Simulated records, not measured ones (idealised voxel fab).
The following is a process module called voxel ribs on slabs.
The cross-section on display is named cut; it measures 215 nm wide, and its cells are 5 nm squares.
When this document writes out a cross-section, it uses a grid of square cells and lists it as bands, beginning at the top and moving down, with a band standing for one or more rows of cells.
Per band: top height and bottom height in nm, followed by the left-to-right materials and their widths in nm; "all across" marks a single material spanning edge to edge, "blank" marks empty space.
Note: height 0 marks the level under which the wafer is uniformly one material as received. Lowest band unbounded below, written "0 down".
So if you see something like "30->40" for the width, read it as the top row of the band sitting at the first number and the bottom row at the second, with every row in between moving by the same amount as the last.
What does "nothing different" mean for a step? It means no cell of the cross-section changed in that step.
Entry "Enclosed empty spaces". Content: empty spaces with no open connection to the top, size 8 cells or greater. Each: width x height at distance. Distance: from left edge. Unit: nm.
Formally, on a step line, whatever follows the settings is a remark that the simulator itself makes on the step.
On any step carrying a mask, the "overlay nm" setting, if present on the step's line, tells how far right of its planned place the mask lay; negative values point to the left.

plan:
1,RECEIVE | material Si
2,DIRECTIONAL_DEP | material SiO2 | thk nm 20
3,DIRECTIONAL_DEP | material SiN | thk nm 25
4,MASKED_ETCH | tone cover | mask id RIB | width nm 30 | etch materials SiN | depth nm 10 | overlay nm 0
5,MASKED_ETCH | tone cover | mask id SLAB | width nm 70 | etch materials SiN | depth nm 15 | overlay nm 0
6,FILL_DEP | material SiO2 | thk nm 20
7,CMP | height nm 55
8,DIRECTIONAL_DEP | material W | thk nm 5
9,MASKED_ETCH | tone cover | mask id HEATER | width nm 40 | etch materials W | depth nm 5 | overlay nm 0
10,CONFORMAL_DEP | material SiO2 | thk nm 5

Received-state cross-section, reflecting completion of step 1:
0 down = Si all across
Enclosed empty spaces: none

What the wafer looks like in cross-section after this module, when it starts as shown above and follows the plan above but one mistake is made in running it:
65 to 60 = 80 blank | 50 SiO2 | 85 blank
60 to 55 = 85 SiO2 | 40 W | 90 SiO2
55 to 45 = SiO2 all across
45 to 35 = 70 SiO2 | 20 SiN | 30 SiO2 | 20 SiN | 75 SiO2
35 to 30 = 70 SiO2 | 70 SiN | 75 SiO2
30 to 20 = SiN all across
20 to 0 = SiO2 all across
0 down = Si all across
Enclosed empty spaces: none
Here's what went sideways: step 4 did not use the planned setting and instead ran as MASKED_ETCH | tone open | mask id RIB | width nm 30 | etch materials SiN | depth nm 10 | overlay nm 0
